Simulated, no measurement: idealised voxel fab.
Process module name: voxel capacitor over wiring
Xsec cut, 160 nm wide, square cell size 5 nm.
Cross-section format: a grid of square cells, given as bands from top to bottom; each band is one or more rows of cells.
The entry gives the band's vertical extent as a top height and a bottom height in nm, then its horizontal make-up as materials from left to right, each with a width in nm. "blank" stands for empty space; a single material marked "everywhere" fills the band edge to edge.
For the purposes of this specification, 0 denotes the height below which the wafer in its as-received condition is composed wholly of one material, and the lowermost band, lacking a lower limit, extends downward without end, as expressed in "z 0 and below".
You'd read "30..40" like this: the band's top row of cells is as wide as the first number, its bottom row is as wide as the second, and going down, every row changes width by the same amount as the row before did.
Where the words "nothing different" appear for a step, the cross-section shows no cell changed by that step; every cell remained as before.
The entry titled "Enclosed internal cavities" provides the empty spaces that have no open way to the top, restricted to those of 8 cells or more. Each is presented as width x height at distance, the distance being measured from the left edge, with all three in nm.
If you see something after the settings on a step's line, that's the simulator's own remark about that step.
"overlay nm" answers the question of how far to the right of plan the mask lay on a step that has a mask, and when it is negative the answer is to the left.
Below is the list of planned process steps
1: RECEIVE [material Si]
2: CONFORMAL_DEP [material SiO2] [thk nm 15]
3: CONFORMAL_DEP [material SiCN] [thk nm 5]
4: DIRECTIONAL_DEP [material lowk] [thk nm 15]
5: PATTERN [tone open] [mask id METAL_1] [material resist] [width nm 30] [pitch nm 95] [thk nm 20] [overlay nm 0]
6: DIRECTIONAL_ETCH [etch materials lowk] [depth nm 15]
7: DIRECTIONAL_ETCH [etch materials SiCN] [depth nm 5]
8: STRIP [etch materials resist]
9: CONFORMAL_DEP [material TiN] [thk nm 5]
10: FILL_DEP [material Ru] [thk nm 10]
11: CMP [height nm 35]
12: CONFORMAL_DEP [material SiCN] [thk nm 5]
13: DIRECTIONAL_DEP [material lowk] [thk nm 10]
14: MASKED_ETCH [tone open] [mask id PLUG_1] [width nm 15] [etch materials lowk] [depth nm 10] [overlay nm 0]
15: MASKED_ETCH [tone open] [mask id PLUG_1] [width nm 15] [etch materials SiCN] [depth nm 5] [overlay nm 0]
16: EPI [material Ru] [thk nm 10]
17: EPI [material Ru] [thk nm 5]
18: DIRECTIONAL_DEP [material TiN] [thk nm 5]
19: DIRECTIONAL_DEP [material Al2O3] [thk nm 5]
20: DIRECTIONAL_DEP [material TiN] [thk nm 10]
21: MASKED_ETCH [tone cover] [mask id UPPER_PLATE] [width nm 70] [etch materials TiN] [depth nm 10] [overlay nm 0]
22: MASKED_ETCH [tone cover] [mask id UPPER_PLATE] [width nm 70] [etch materials Al2O3] [depth nm 5] [overlay nm 0]
23: PATTERN [tone cover] [mask id LOWER_PLATE] [material resist] [width nm 80] [thk nm 20] [overlay nm 0]
24: DIRECTIONAL_ETCH [etch materials TiN] [depth nm 5]
25: STRIP [etch materials resist]
26: FILL_DEP [material SiO2] [thk nm 15]
27: CMP [height nm 80]
28: PATTERN [tone open] [mask id PLUG_2] [material resist] [width nm 15] [thk nm 15] [overlay nm 0]
29: DIRECTIONAL_ETCH [etch materials SiO2] [depth nm 10]
30: STRIP [etch materials resist]
31: CONFORMAL_DEP [material TiN] [thk nm 5]
32: FILL_DEP [material Cu] [thk nm 10]
33: CMP [height nm 80]
34: CONFORMAL_DEP [material SiN] [thk nm 5]
Cross-section, incoming material, after step 1
  z 0 and below: Si everywhere
  Enclosed internal cavities: none
Cross-section at module end, one run error; start and plan unchanged from above
  z 95 to 90: SiN everywhere
  z 90 to 85: Cu everywhere
  z 85 to 80: TiN 45 nm  Cu 5 nm  TiN 110 nm
  z 80 to 75: SiO2 40 nm  TiN 5 nm  Cu 5 nm  TiN 5 nm  SiO2 105 nm
  z 75 to 70: SiO2 40 nm  TiN 15 nm  SiO2 105 nm
  z 70 to 60: SiO2 30 nm  TiN 70 nm  SiO2 60 nm
  z 60 to 55: SiO2 30 nm  Al2O3 70 nm  SiO2 60 nm
  z 55 to 50: SiO2 25 nm  TiN 80 nm  SiO2 55 nm
  z 50 to 40: lowk 30 nm  Ru 15 nm  lowk 115 nm
  z 40 to 35: SiCN 30 nm  Ru 15 nm  SiCN 115 nm
  z 35 to 20: lowk 15 nm  TiN 5 nm  Ru 20 nm  TiN 5 nm  lowk 65 nm  TiN 5 nm  Ru 20 nm  TiN 5 nm  lowk 20 nm
  z 20 to 15: SiCN 15 nm  TiN 30 nm  SiCN 65 nm  TiN 30 nm  SiCN 20 nm
  z 15 to 0: SiO2 everywhere
  z 0 and below: Si everywhere
  Enclosed internal cavities: none
In executing the process, a mistake was made relative to the plan: rather than as planned, step 33 actually ran as CMP [height nm 90]
